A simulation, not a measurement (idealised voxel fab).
This section sets out a process module, namely voxel double patterning.
In the cross-section labelled cut, the width is 265 nm and each square cell is 5 nm.
Just so we're on the same page, the cross-sections are grids of square cells, and they're listed out in bands top to bottom, each band one or more rows deep.
The entry gives the band's vertical extent as a top height and a bottom height in nm, then its horizontal make-up as materials from left to right, each with a width in nm. "empty" stands for empty space; a single material marked "throughout" fills the band edge to edge.
It should be noted that heights are counted from 0, beneath which the wafer as supplied is of one material throughout, and that the lowest band possesses no lower boundary but continues downward, as written in "from 0 down".
You'd read "30->40" like this: the band's top row of cells is as wide as the first number, its bottom row is as wide as the second, and going down, every row changes width by the same amount as the row before did.
It should be understood that the words "left unchanged", when stated for a given step, signify that the cross-section underwent no change in any of its cells during that step.
Basically, "Sealed void list" tells you about the enclosed voids: empty spaces with no open way to the top, 8 cells or bigger, each written width x height at distance, where distance is from the left edge, all in nm.
On each step's line, the part that comes after the settings is the simulator's own comment on the step.
overlay nm: for a step with a mask, the amount by which the mask lay right of where it was planned; a negative amount means left of it.

[The steps planned for the process are as follows]
1. op RECEIVE | material Si
2. op CONFORMAL_DEP | material SiO2 | thk nm 5
3. op DIRECTIONAL_DEP | material W | thk nm 15
4. op DIRECTIONAL_DEP | material SiCN | thk nm 10
5. op MASKED_ETCH | tone open | mask id FIRST | width nm 15 | pitch nm 50 | etch materials SiCN | depth nm 10 | overlay nm 0
6. op MASKED_ETCH | tone open | mask id SECOND | width nm 15 | etch materials SiCN | depth nm 10 | overlay nm 0
7. op DIRECTIONAL_ETCH | etch materials W | depth nm 15
8. op STRIP | etch materials SiCN

[Below: the first of two wafers, run as planned]

[as received, after step 1]
* from 0 down: Si throughout
* Sealed void list: none

[You're looking at a cross-section of the wafer after step 2]
* from 5 to 0: SiO2 throughout
* For the remainder of the cross-section, below 0, there is no change.

[You're looking at a cross-section of the wafer after step 3]
* from 20 to 5: W throughout
* For the remainder of the cross-section, below 5, there is no change.

[You're looking at a cross-section of the wafer after step 4]
* from 30 to 20: SiCN throughout
* For the remainder of the cross-section, below 20, there is no change.

[You're looking at a cross-section of the wafer after step 5]
* from 30 to 20: SiCN: 100; empty: 15; SiCN: 35; empty: 15; SiCN: 100
* For the remainder of the cross-section, below 20, there is no change.

[You're looking at a cross-section of the wafer after step 6]
* from 30 to 20: SiCN: 100; empty: 15; SiCN: 10; empty: 15; SiCN: 10; empty: 15; SiCN: 100
* For the remainder of the cross-section, below 20, there is no change.

[You're looking at a cross-section of the wafer after step 7]
* from 30 to 20: SiCN: 100; empty: 15; SiCN: 10; empty: 15; SiCN: 10; empty: 15; SiCN: 100
* from 20 to 5: W: 100; empty: 15; W: 10; empty: 15; W: 10; empty: 15; W: 100
* For the remainder of the cross-section, below 5, there is no change.

[You're looking at a cross-section of the wafer after step 8]
* from 20 to 5: W: 100; empty: 15; W: 10; empty: 15; W: 10; empty: 15; W: 100
* For the remainder of the cross-section, below 5, there is no change.

[The second wafer was prepared from the same starting point and under the same plan as the first; its processing contained one mistake, and it remains indistinguishable from the first wafer up to and including step 3]

[The second wafer in cross-section, at the planned close of step 4]
* from 30 to 20: SiO2 throughout
* For the remainder of the cross-section, below 20, there is no change.

The second wafer in cross-section, at the planned close of step 5: left unchanged

The second wafer in cross-section, at the planned close of step 6: left unchanged

The second wafer in cross-section, at the planned close of step 7: left unchanged

The second wafer in cross-section, at the planned close of step 8: left unchanged
It is concluded that the wafer was processed incorrectly with respect to the plan, in that in deviation from the planned setting, step 4 was conducted as op DIRECTIONAL_DEP | material SiO2 | thk nm 10
Once processing is complete, comparing cell counts shows that the second wafer has more or fewer of certain materials than the first: 106 more of SiO2; 27 more of W
